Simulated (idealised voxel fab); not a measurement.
Presented below is a process module, voxel transistor to metal.
Cross-section cut spans 200 nm and uses square cells 5 nm in size.
Cross-section = grid of square cells, listed top down in bands; band = one or more rows. Basically the band line says how high the top is and how high the bottom is, in nm, and then what's in it from left to right, every material with its width in nm. Empty space shows up as "air", and if a single material carries "full width" it runs the full band edge to edge. The reference from which all heights are counted is 0, the level beneath which the as-received wafer is entirely one material; the lowest band, having no lower bound, proceeds downward and is written after the example "top 0, no bottom". Quick explanation for "30->40": the width changes in equal steps down the rows of cells, from the first number in the band's top row to the second number in its bottom row. Step marked "no modification"? Then no cell in the cross-section changed in it. "Encapsulated voids" specifies each empty space that is not open to the top and that occupies no fewer than 8 cells, using the form width x height at distance, the distance measured from the left edge and all three quantities in nm. The remark found on a step's line after its settings is issued by the simulator itself and pertains to that step. overlay nm: where the mask lay relative to plan, measured to the right, on steps with a mask; negatives go left.

Set out below are the planned steps of the process:
1,RECEIVE with material Si
2,CONFORMAL_DEP with material SiO2, thk nm 5
3,CONFORMAL_DEP with material SiN, thk nm 10
4,MASKED_ETCH with tone cover, mask id ACTIVE, width nm 125, etch materials SiN, depth nm 10, overlay nm 0
5,MASKED_ETCH with tone cover, mask id ACTIVE, width nm 135, etch materials SiO2, depth nm 5, overlay nm 0
6,MASKED_ETCH with tone cover, mask id ACTIVE, width nm 135, etch materials Si, depth nm 35, overlay nm 0
7,OXIDIZE with depth nm 5
8,FILL_DEP with material SiO2, thk nm 10
9,CMP with height nm 15
10,SELECTIVE_ETCH with etch materials SiO2, depth nm 5
11,STRIP with etch materials SiN
12,SELECTIVE_ETCH with etch materials SiO2, depth nm 5
13,OXIDIZE with depth nm 5
14,DIRECTIONAL_DEP with material polySi, thk nm 30
15,DIRECTIONAL_DEP with material SiCN, thk nm 15
16,DIRECTIONAL_DEP with material aC, thk nm 15
17,PATTERN with tone cover, mask id GATE, material resist, width nm 35, thk nm 35, overlay nm 0
18,DIRECTIONAL_ETCH with etch materials aC, depth nm 15
19,STRIP with etch materials resist
20,DIRECTIONAL_ETCH with etch materials SiCN, depth nm 25
21,DIRECTIONAL_ETCH with etch materials polySi, depth nm 40
22,STRIP with etch materials aC
23,CONFORMAL_DEP with material SiO2, thk nm 5
24,DIRECTIONAL_ETCH with etch materials SiO2, depth nm 5
25,CONFORMAL_DEP with material SiN, thk nm 10
26,DIRECTIONAL_ETCH with etch materials SiN, depth nm 10
27,DIRECTIONAL_ETCH with etch materials SiO2, depth nm 5
28,DIRECTIONAL_ETCH with etch materials Si, depth nm 5
29,EPI with material pSi, thk nm 5
30,FILL_DEP with material SiO2, thk nm 5
31,CMP with height nm 30
32,STRIP with etch materials polySi
33,SELECTIVE_ETCH with etch materials SiO2, depth nm 5
34,CONFORMAL_DEP with material HfO2, thk nm 5
35,CONFORMAL_DEP with material TiN, thk nm 5
36,FILL_DEP with material W, thk nm 5
37,CMP with height nm 25
38,DIRECTIONAL_DEP with material SiO2, thk nm 10
39,PATTERN with tone open, mask id CONTACT, material resist, width nm 20, pitch nm 95, thk nm 15, overlay nm 0
40,DIRECTIONAL_ETCH with etch materials SiO2, depth nm 40
41,STRIP with etch materials resist
42,CONFORMAL_DEP with material TiN, thk nm 5
43,FILL_DEP with material W, thk nm 10
44,CMP with height nm 35
45,DIRECTIONAL_DEP with material TiN, thk nm 5
46,DIRECTIONAL_DEP with material Ru, thk nm 15
47,MASKED_ETCH with tone cover, mask id METAL_1, width nm 20, pitch nm 95, etch materials Ru, depth nm 15, overlay nm 0
48,MASKED_ETCH with tone cover, mask id METAL_1, width nm 20, pitch nm 95, etch materials TiN, depth nm 5, overlay nm 0
49,CONFORMAL_DEP with material SiN, thk nm 5
50,FILL_DEP with material lowk, thk nm 5
51,CMP with height nm 55
52,CONFORMAL_DEP with material SiCN, thk nm 5
It is noted that the wafers described herein are identical at the outset and are distinguished by the width nm of step 4; the value stated in the plan corresponds to the first wafer.

Cross-section of the first of several wafers as received (after step 1):
top 0, no bottom | Si full width
Encapsulated voids: none

Basically each wafer gets a line in the table, showing it at the end of the module: material by material, the cells it gained (+) or lost (-) since we got it, then its closed voids:
width nm 125; +19 HfO2; +24 Ru; -153 Si; +40 SiCN; +68 SiN; +285 SiO2; +59 TiN; +42 W; +84 lowk; +12 pSi; Encapsulated voids: none
width nm 130; +19 HfO2; +24 Ru; -154 Si; +40 SiCN; +68 SiN; +283 SiO2; +59 TiN; +44 W; +84 lowk; +13 pSi; Encapsulated voids: none
width nm 135; +19 HfO2; +24 Ru; -155 Si; +40 SiCN; +68 SiN; +281 SiO2; +59 TiN; +46 W; +84 lowk; +14 pSi; Encapsulated voids: none
width nm 140; +19 HfO2; +24 Ru; -149 Si; +40 SiCN; +68 SiN; +273 SiO2; +59 TiN; +47 W; +84 lowk; +15 pSi; Encapsulated voids: none
width nm 145; +19 HfO2; +24 Ru; -143 Si; +40 SiCN; +68 SiN; +265 SiO2; +59 TiN; +48 W; +84 lowk; +16 pSi; Encapsulated voids: none
width nm 150; +19 HfO2; +24 Ru; -137 Si; +40 SiCN; +68 SiN; +258 SiO2; +59 TiN; +48 W; +84 lowk; +17 pSi; Encapsulated voids: none
